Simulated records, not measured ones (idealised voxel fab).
process module | voxel released beams
Pictured: cross-section cut, 245 nm wide, on a grid of 5 nm square cells.
Reading order for cross-sections: top band down to bottom band. Underlying form: a grid of square cells. Band size: one or more rows of cells.
A band entry consists of two parts. The first gives the height of the band's top and the height of its bottom, in nm. The rest lists the band's materials from left to right, each with its width in nm. A single material labelled with the word "throughout" fills the band from edge to edge, and the word "empty" marks empty space.
Height is counted from the level 0, under which the received wafer is composed throughout of one material. The lowest of the bands is not closed at the bottom but continues downward, in the notation "0 down".
With a width like "30->40", each row of cells in the band differs from the next by the same amount, the top row carrying the first number and the bottom row the second.
Given "left unchanged" for a step, no cell of the cross-section differs between before and after that step.
In the "Trapped cavities" entry, you get each enclosed empty space of 8 cells or more, one with no open way to the top, written width x height at distance, distance from the left edge, in nm.
Heads up: the bit after the settings on a step's line is the simulator's remark on that step.
A step's line can hold "overlay nm"; with a mask on that step, the setting says how far right of the planned place the mask lay, while a negative setting says it lay to the left.
Process steps - plan
- 1: RECEIVE: material Si
- 2: CONFORMAL_DEP: material SiN, thk nm 10
- 3: DIRECTIONAL_DEP: material SiO2, thk nm 15
- 4: MASKED_ETCH: tone open, mask id ANCHOR, width nm 25, etch materials SiO2, depth nm 15, overlay nm 0
- 5: CONFORMAL_DEP: material W, thk nm 10
- 6: MASKED_ETCH: tone cover, mask id BEAM, width nm 85, etch materials W, depth nm 10, overlay nm 0
- 7: STRIP: etch materials SiO2
It is noted that the wafers described herein are identical at the outset and are distinguished by the width nm of step 4; the value stated in the plan corresponds to the first wafer.
Cross-section, first of several wafers, as delivered after step 1
- 0 down = Si throughout
- Trapped cavities: none
So in this table every wafer gets its own row, and what you see is where it stands at the end of the module: for each material, how many cells it picked up (+) or gave up (-) since we received it, and after that its closed voids
width nm 25; +98 SiN; +46 W; Trapped cavities: none
width nm 30; +98 SiN; +46 W; Trapped cavities: none
width nm 35; +98 SiN; +46 W; Trapped cavities: none
width nm 40; +98 SiN; +46 W; Trapped cavities: none
width nm 45; +98 SiN; +46 W; Trapped cavities: none
width nm 50; +98 SiN; +46 W; Trapped cavities: none
